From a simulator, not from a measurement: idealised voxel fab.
process module | voxel wiring stack
cross-section cut | 155 nm wide | cells 5 nm
A cross-section is a grid of square cells, given in bands from the top down. A band is one or more rows of cells.
Each band's line starts with the height of the band's top and of its bottom, in nm. Then come its materials from left to right, each with its width in nm. One material with "throughout" fills the band from edge to edge. "air" is empty space.
Height 0 is the level under which the wafer as received is all one material. The lowest band goes on downwards, as in "0 down".
A width such as "30 to 40" changes by the same amount from each row of cells to the next, from the band's top row to its bottom row.
"no change" after a step means that no cell of the cross-section changed.
closed voids: empty space of 8 cells or more with no open way to the top, each as width x height at its distance from the left edge, in nm
after a step's settings: what the simulator itself notes on the step
overlay nm, on a step with a mask: how far to the right of its planned place the mask lay; to the left if negative
plan
1 op RECEIVE | material Si
2 op CONFORMAL_DEP | material SiO2 | thk nm 15
3 op DIRECTIONAL_DEP | material TiN | thk nm 5
4 op DIRECTIONAL_DEP | material Ru | thk nm 20
5 op PATTERN | tone cover | mask id METAL_1 | material resist | width nm 20 | pitch nm 35 | thk nm 15 | overlay nm 0
6 op DIRECTIONAL_ETCH | etch materials Ru | depth nm 20
7 op DIRECTIONAL_ETCH | etch materials TiN | depth nm 5
8 op STRIP | etch materials resist
9 op CONFORMAL_DEP | material SiN | thk nm 5
10 op FILL_DEP | material SiO2 | thk nm 5
11 op CMP | height nm 40
12 op CONFORMAL_DEP | material SiCN | thk nm 5
13 op DIRECTIONAL_DEP | material SiO2 | thk nm 10
14 op PATTERN | tone open | mask id PLUG_1 | material resist | width nm 15 | pitch nm 70 | thk nm 15 | overlay nm 0
15 op DIRECTIONAL_ETCH | etch materials SiO2 | depth nm 10
16 op DIRECTIONAL_ETCH | etch materials SiCN | depth nm 5
17 op STRIP | etch materials resist
18 op CONFORMAL_DEP | material TiN | thk nm 5
19 op FILL_DEP | material Cu | thk nm 5
20 op CMP | height nm 55
21 op CONFORMAL_DEP | material SiN | thk nm 5
22 op DIRECTIONAL_DEP | material lowk | thk nm 25
23 op DIRECTIONAL_DEP | material aC | thk nm 15
24 op PATTERN | tone open | mask id METAL_2 | material resist | width nm 20 | pitch nm 35 | thk nm 30 | overlay nm 0
25 op DIRECTIONAL_ETCH | etch materials aC | depth nm 15
26 op STRIP | etch materials resist
27 op DIRECTIONAL_ETCH | etch materials lowk | depth nm 25
28 op DIRECTIONAL_ETCH | etch materials SiN | depth nm 5
29 op STRIP | etch materials aC
30 op CONFORMAL_DEP | material TiN | thk nm 5
31 op FILL_DEP | material Cu | thk nm 10
32 op CMP | height nm 85
33 op EPI | material Ru | thk nm 5
34 op FILL_DEP | material SiCN | thk nm 5
35 op DIRECTIONAL_DEP | material SiO2 | thk nm 20
36 op PATTERN | tone open | mask id PLUG_2 | material resist | width nm 15 | pitch nm 35 | thk nm 15 | overlay nm 0
37 op DIRECTIONAL_ETCH | etch materials SiO2 | depth nm 20
38 op DIRECTIONAL_ETCH | etch materials SiCN | depth nm 5
39 op STRIP | etch materials resist
40 op EPI | material Ru | thk nm 10
41 op EPI | material Ru | thk nm 10
42 op EPI | material Ru | thk nm 5
43 op CONFORMAL_DEP | material SiN | thk nm 5
44 op DIRECTIONAL_DEP | material lowk | thk nm 15
45 op MASKED_ETCH | tone open | mask id METAL_3 | width nm 20 | pitch nm 35 | etch materials lowk | depth nm 15 | overlay nm 0
46 op MASKED_ETCH | tone open | mask id METAL_3 | width nm 20 | pitch nm 35 | etch materials SiN | depth nm 5 | overlay nm 0
47 op CONFORMAL_DEP | material TiN | thk nm 5
48 op FILL_DEP | material Cu | thk nm 5
49 op CMP | height nm 135
50 op CONFORMAL_DEP | material SiN | thk nm 5
first wafer, as planned
as received, after step 1
  0 down: Si throughout
  closed voids: none
after step 2
  15 to 0: SiO2 throughout
  below 0: unchanged
after step 3
  20 to 15: TiN throughout
  below 15: unchanged
after step 4
  40 to 20: Ru throughout
  below 20: unchanged
after step 5
  55 to 40: air 30 | resist 20 | air 15 | resist 20 | air 15 | resist 20 | air 35
  below 40: unchanged
after step 6
  55 to 40: air 30 | resist 20 | air 15 | resist 20 | air 15 | resist 20 | air 35
  40 to 20: air 30 | Ru 20 | air 15 | Ru 20 | air 15 | Ru 20 | air 35
  below 20: unchanged
after step 7
  55 to 40: air 30 | resist 20 | air 15 | resist 20 | air 15 | resist 20 | air 35
  40 to 20: air 30 | Ru 20 | air 15 | Ru 20 | air 15 | Ru 20 | air 35
  20 to 15: air 30 | TiN 20 | air 15 | TiN 20 | air 15 | TiN 20 | air 35
  below 15: unchanged
after step 8
  40 to 20: air 30 | Ru 20 | air 15 | Ru 20 | air 15 | Ru 20 | air 35
  below 20: unchanged
after step 9
  45 to 40: air 25 | SiN 30 | air 5 | SiN 30 | air 5 | SiN 30 | air 30
  40 to 20: air 25 | SiN 5 | Ru 20 | SiN 5 | air 5 | SiN 5 | Ru 20 | SiN 5 | air 5 | SiN 5 | Ru 20 | SiN 5 | air 30
  20 to 15: SiN 30 | TiN 20 | SiN 15 | TiN 20 | SiN 15 | TiN 20 | SiN 35
  below 15: unchanged
after step 10
  50 to 45: SiO2 throughout
  45 to 40: SiO2 25 | SiN 30 | SiO2 5 | SiN 30 | SiO2 5 | SiN 30 | SiO2 30
  40 to 20: SiO2 25 | SiN 5 | Ru 20 | SiN 5 | SiO2 5 | SiN 5 | Ru 20 | SiN 5 | SiO2 5 | SiN 5 | Ru 20 | SiN 5 | SiO2 30
  below 20: unchanged
after step 11
  40 to 20: SiO2 25 | SiN 5 | Ru 20 | SiN 5 | SiO2 5 | SiN 5 | Ru 20 | SiN 5 | SiO2 5 | SiN 5 | Ru 20 | SiN 5 | SiO2 30
  below 20: unchanged
after step 12
  45 to 40: SiCN throughout
  below 40: unchanged
after step 13
  55 to 45: SiO2 throughout
  below 45: unchanged
after step 14
  70 to 55: resist 30 | air 15 | resist 55 | air 15 | resist 40
  below 55: unchanged
after step 15
  70 to 55: resist 30 | air 15 | resist 55 | air 15 | resist 40
  55 to 45: SiO2 30 | air 15 | SiO2 55 | air 15 | SiO2 40
  below 45: unchanged
after step 16
  70 to 55: resist 30 | air 15 | resist 55 | air 15 | resist 40
  55 to 45: SiO2 30 | air 15 | SiO2 55 | air 15 | SiO2 40
  45 to 40: SiCN 30 | air 15 | SiCN 55 | air 15 | SiCN 40
  below 40: unchanged
after step 17
  55 to 45: SiO2 30 | air 15 | SiO2 55 | air 15 | SiO2 40
  below 45: unchanged
after step 18
  60 to 55: TiN 35 | air 5 | TiN 65 | air 5 | TiN 45
  55 to 45: SiO2 30 | TiN 5 | air 5 | TiN 5 | SiO2 55 | TiN 5 | air 5 | TiN 5 | SiO2 40
  45 to 40: SiCN 30 | TiN 15 | SiCN 55 | TiN 15 | SiCN 40
  below 40: unchanged
after step 19
  65 to 60: Cu throughout
  60 to 55: TiN 35 | Cu 5 | TiN 65 | Cu 5 | TiN 45
  55 to 45: SiO2 30 | TiN 5 | Cu 5 | TiN 5 | SiO2 55 | TiN 5 | Cu 5 | TiN 5 | SiO2 40
  below 45: unchanged
after step 20
  55 to 45: SiO2 30 | TiN 5 | Cu 5 | TiN 5 | SiO2 55 | TiN 5 | Cu 5 | TiN 5 | SiO2 40
  below 45: unchanged
after step 21
  60 to 55: SiN throughout
  below 55: unchanged
after step 22
  85 to 60: lowk throughout
  below 60: unchanged
after step 23
  100 to 85: aC throughout
  below 85: unchanged
after step 24
  130 to 100: resist 30 | air 20 | resist 15 | air 20 | resist 15 | air 20 | resist 35
  below 100: unchanged
after step 25
  115 to 100: resist 30 | air 20 | resist 15 | air 20 | resist 15 | air 20 | resist 35
  100 to 85: aC 30 | air 20 | aC 15 | air 20 | aC 15 | air 20 | aC 35
  below 85: unchanged
after step 26
  100 to 85: aC 30 | air 20 | aC 15 | air 20 | aC 15 | air 20 | aC 35
  below 85: unchanged
after step 27
  100 to 85: aC 30 | air 20 | aC 15 | air 20 | aC 15 | air 20 | aC 35
  85 to 60: lowk 30 | air 20 | lowk 15 | air 20 | lowk 15 | air 20 | lowk 35
  below 60: unchanged
after step 28
  100 to 85: aC 30 | air 20 | aC 15 | air 20 | aC 15 | air 20 | aC 35
  85 to 60: lowk 30 | air 20 | lowk 15 | air 20 | lowk 15 | air 20 | lowk 35
  60 to 55: SiN 30 | air 20 | SiN 15 | air 20 | SiN 15 | air 20 | SiN 35
  below 55: unchanged
after step 29
  85 to 60: lowk 30 | air 20 | lowk 15 | air 20 | lowk 15 | air 20 | lowk 35
  below 60: unchanged
after step 30
  90 to 85: TiN 35 | air 10 | TiN 25 | air 10 | TiN 25 | air 10 | TiN 40
  85 to 60: lowk 30 | TiN 5 | air 10 | TiN 5 | lowk 15 | TiN 5 | air 10 | TiN 5 | lowk 15 | TiN 5 | air 10 | TiN 5 | lowk 35
  60 to 55: SiN 30 | TiN 20 | SiN 15 | TiN 20 | SiN 15 | TiN 20 | SiN 35
  below 55: unchanged
after step 31
  100 to 90: Cu throughout
  90 to 85: TiN 35 | Cu 10 | TiN 25 | Cu 10 | TiN 25 | Cu 10 | TiN 40
  85 to 60: lowk 30 | TiN 5 | Cu 10 | TiN 5 | lowk 15 | TiN 5 | Cu 10 | TiN 5 | lowk 15 | TiN 5 | Cu 10 | TiN 5 | lowk 35
  below 60: unchanged
after step 32
  85 to 60: lowk 30 | TiN 5 | Cu 10 | TiN 5 | lowk 15 | TiN 5 | Cu 10 | TiN 5 | lowk 15 | TiN 5 | Cu 10 | TiN 5 | lowk 35
  below 60: unchanged
after step 33
  90 to 85: air 25 | Ru 30 | air 5 | Ru 30 | air 5 | Ru 30 | air 30
  below 85: unchanged
after step 34
  95 to 90: SiCN throughout
  90 to 85: SiCN 25 | Ru 30 | SiCN 5 | Ru 30 | SiCN 5 | Ru 30 | SiCN 30
  below 85: unchanged
after step 35
  115 to 95: SiO2 throughout
  below 95: unchanged
after step 36
  130 to 115: resist 30 | air 15 | resist 20 | air 15 | resist 20 | air 15 | resist 40
  below 115: unchanged
after step 37
  130 to 115: resist 30 | air 15 | resist 20 | air 15 | resist 20 | air 15 | resist 40
  115 to 95: SiO2 30 | air 15 | SiO2 20 | air 15 | SiO2 20 | air 15 | SiO2 40
  below 95: unchanged
after step 38
  130 to 115: resist 30 | air 15 | resist 20 | air 15 | resist 20 | air 15 | resist 40
  115 to 95: SiO2 30 | air 15 | SiO2 20 | air 15 | SiO2 20 | air 15 | SiO2 40
  95 to 90: SiCN 30 | air 15 | SiCN 20 | air 15 | SiCN 20 | air 15 | SiCN 40
  below 90: unchanged
after step 39
  115 to 95: SiO2 30 | air 15 | SiO2 20 | air 15 | SiO2 20 | air 15 | SiO2 40
  below 95: unchanged
after step 40
  115 to 100: SiO2 30 | air 15 | SiO2 20 | air 15 | SiO2 20 | air 15 | SiO2 40
  100 to 95: SiO2 30 | Ru 15 | SiO2 20 | Ru 15 | SiO2 20 | Ru 15 | SiO2 40
  95 to 85: SiCN 30 to 25 | Ru 15 to 30 | SiCN 20 to 5 | Ru 15 to 30 | SiCN 20 to 5 | Ru 15 to 30 | SiCN 40 to 30
  below 85: unchanged
after step 41
  115 to 110: SiO2 30 | air 15 | SiO2 20 | air 15 | SiO2 20 | air 15 | SiO2 40
  110 to 95: SiO2 30 | Ru 15 | SiO2 20 | Ru 15 | SiO2 20 | Ru 15 | SiO2 40
  below 95: unchanged
after step 42
  115 to 95: SiO2 30 | Ru 15 | SiO2 20 | Ru 15 | SiO2 20 | Ru 15 | SiO2 40
  below 95: unchanged
after step 43
  120 to 115: SiN throughout
  below 115: unchanged
after step 44
  135 to 120: lowk throughout
  below 120: unchanged
after step 45
  135 to 120: lowk 30 | air 20 | lowk 15 | air 20 | lowk 15 | air 20 | lowk 35
  below 120: unchanged
after step 46
  135 to 120: lowk 30 | air 20 | lowk 15 | air 20 | lowk 15 | air 20 | lowk 35
  120 to 115: SiN 30 | air 20 | SiN 15 | air 20 | SiN 15 | air 20 | SiN 35
  below 115: unchanged
after step 47
  140 to 135: TiN 35 | air 10 | TiN 25 | air 10 | TiN 25 | air 10 | TiN 40
  135 to 120: lowk 30 | TiN 5 | air 10 | TiN 5 | lowk 15 | TiN 5 | air 10 | TiN 5 | lowk 15 | TiN 5 | air 10 | TiN 5 | lowk 35
  120 to 115: SiN 30 | TiN 20 | SiN 15 | TiN 20 | SiN 15 | TiN 20 | SiN 35
  below 115: unchanged
after step 48
  145 to 140: Cu throughout
  140 to 135: TiN 35 | Cu 10 | TiN 25 | Cu 10 | TiN 25 | Cu 10 | TiN 40
  135 to 120: lowk 30 | TiN 5 | Cu 10 | TiN 5 | lowk 15 | TiN 5 | Cu 10 | TiN 5 | lowk 15 | TiN 5 | Cu 10 | TiN 5 | lowk 35
  below 120: unchanged
after step 49
  135 to 120: lowk 30 | TiN 5 | Cu 10 | TiN 5 | lowk 15 | TiN 5 | Cu 10 | TiN 5 | lowk 15 | TiN 5 | Cu 10 | TiN 5 | lowk 35
  below 120: unchanged
after step 50
  140 to 135: SiN throughout
  below 135: unchanged
second wafer: like start, like plan, one mistake. Through step 20 it matches the first wafer
when step 21 should have ended
  80 to 55: lowk throughout
  below 55: unchanged
when step 22 should have ended
  85 to 80: SiN throughout
  below 80: unchanged
when step 23 should have ended
  100 to 85: aC throughout
  below 85: unchanged
when step 24 should have ended
  130 to 100: resist 30 | air 20 | resist 15 | air 20 | resist 15 | air 20 | resist 35
  below 100: unchanged
when step 25 should have ended
  115 to 100: resist 30 | air 20 | resist 15 | air 20 | resist 15 | air 20 | resist 35
  100 to 85: aC 30 | air 20 | aC 15 | air 20 | aC 15 | air 20 | aC 35
  below 85: unchanged
when step 26 should have ended
  100 to 85: aC 30 | air 20 | aC 15 | air 20 | aC 15 | air 20 | aC 35
  below 85: unchanged
when step 27 should have ended: no change
when step 28 should have ended
  100 to 85: aC 30 | air 20 | aC 15 | air 20 | aC 15 | air 20 | aC 35
  85 to 80: SiN 30 | air 20 | SiN 15 | air 20 | SiN 15 | air 20 | SiN 35
  below 80: unchanged
when step 29 should have ended
  85 to 80: SiN 30 | air 20 | SiN 15 | air 20 | SiN 15 | air 20 | SiN 35
  below 80: unchanged
when step 30 should have ended
  90 to 85: TiN 35 | air 10 | TiN 25 | air 10 | TiN 25 | air 10 | TiN 40
  85 to 80: SiN 30 | TiN 20 | SiN 15 | TiN 20 | SiN 15 | TiN 20 | SiN 35
  below 80: unchanged
when step 31 should have ended
  100 to 90: Cu throughout
  90 to 85: TiN 35 | Cu 10 | TiN 25 | Cu 10 | TiN 25 | Cu 10 | TiN 40
  below 85: unchanged
when step 32 should have ended
  85 to 80: SiN 30 | TiN 20 | SiN 15 | TiN 20 | SiN 15 | TiN 20 | SiN 35
  below 80: unchanged
when step 33 should have ended
  90 to 85: air 25 | Ru 30 | air 5 | Ru 30 | air 5 | Ru 30 | air 30
  below 85: unchanged
when step 34 should have ended
  95 to 90: SiCN throughout
  90 to 85: SiCN 25 | Ru 30 | SiCN 5 | Ru 30 | SiCN 5 | Ru 30 | SiCN 30
  below 85: unchanged
when step 35 should have ended
  115 to 95: SiO2 throughout
  below 95: unchanged
when step 36 should have ended
  130 to 115: resist 30 | air 15 | resist 20 | air 15 | resist 20 | air 15 | resist 40
  below 115: unchanged
when step 37 should have ended
  130 to 115: resist 30 | air 15 | resist 20 | air 15 | resist 20 | air 15 | resist 40
  115 to 95: SiO2 30 | air 15 | SiO2 20 | air 15 | SiO2 20 | air 15 | SiO2 40
  below 95: unchanged
when step 38 should have ended
  130 to 115: resist 30 | air 15 | resist 20 | air 15 | resist 20 | air 15 | resist 40
  115 to 95: SiO2 30 | air 15 | SiO2 20 | air 15 | SiO2 20 | air 15 | SiO2 40
  95 to 90: SiCN 30 | air 15 | SiCN 20 | air 15 | SiCN 20 | air 15 | SiCN 40
  below 90: unchanged
when step 39 should have ended
  115 to 95: SiO2 30 | air 15 | SiO2 20 | air 15 | SiO2 20 | air 15 | SiO2 40
  below 95: unchanged
when step 40 should have ended
  115 to 100: SiO2 30 | air 15 | SiO2 20 | air 15 | SiO2 20 | air 15 | SiO2 40
  100 to 95: SiO2 30 | Ru 15 | SiO2 20 | Ru 15 | SiO2 20 | Ru 15 | SiO2 40
  95 to 85: SiCN 30 to 25 | Ru 15 to 30 | SiCN 20 to 5 | Ru 15 to 30 | SiCN 20 to 5 | Ru 15 to 30 | SiCN 40 to 30
  below 85: unchanged
when step 41 should have ended
  115 to 110: SiO2 30 | air 15 | SiO2 20 | air 15 | SiO2 20 | air 15 | SiO2 40
  110 to 95: SiO2 30 | Ru 15 | SiO2 20 | Ru 15 | SiO2 20 | Ru 15 | SiO2 40
  below 95: unchanged
when step 42 should have ended
  115 to 95: SiO2 30 | Ru 15 | SiO2 20 | Ru 15 | SiO2 20 | Ru 15 | SiO2 40
  below 95: unchanged
when step 43 should have ended
  120 to 115: SiN throughout
  below 115: unchanged
when step 44 should have ended
  135 to 120: lowk throughout
  below 120: unchanged
when step 45 should have ended
  135 to 120: lowk 30 | air 20 | lowk 15 | air 20 | lowk 15 | air 20 | lowk 35
  below 120: unchanged
when step 46 should have ended
  135 to 120: lowk 30 | air 20 | lowk 15 | air 20 | lowk 15 | air 20 | lowk 35
  120 to 115: SiN 30 | air 20 | SiN 15 | air 20 | SiN 15 | air 20 | SiN 35
  below 115: unchanged
when step 47 should have ended
  140 to 135: TiN 35 | air 10 | TiN 25 | air 10 | TiN 25 | air 10 | TiN 40
  135 to 120: lowk 30 | TiN 5 | air 10 | TiN 5 | lowk 15 | TiN 5 | air 10 | TiN 5 | lowk 15 | TiN 5 | air 10 | TiN 5 | lowk 35
  120 to 115: SiN 30 | TiN 20 | SiN 15 | TiN 20 | SiN 15 | TiN 20 | SiN 35
  below 115: unchanged
when step 48 should have ended
  145 to 140: Cu throughout
  140 to 135: TiN 35 | Cu 10 | TiN 25 | Cu 10 | TiN 25 | Cu 10 | TiN 40
  135 to 120: lowk 30 | TiN 5 | Cu 10 | TiN 5 | lowk 15 | TiN 5 | Cu 10 | TiN 5 | lowk 15 | TiN 5 | Cu 10 | TiN 5 | lowk 35
  below 120: unchanged
when step 49 should have ended
  135 to 120: lowk 30 | TiN 5 | Cu 10 | TiN 5 | lowk 15 | TiN 5 | Cu 10 | TiN 5 | lowk 15 | TiN 5 | Cu 10 | TiN 5 | lowk 35
  below 120: unchanged
when step 50 should have ended
  140 to 135: SiN throughout
  below 135: unchanged
what went wrong: steps 21 and 22 were swapped
at the end the second wafer has, in cells: 30 fewer of Cu | 30 fewer of TiN | 60 more of lowk
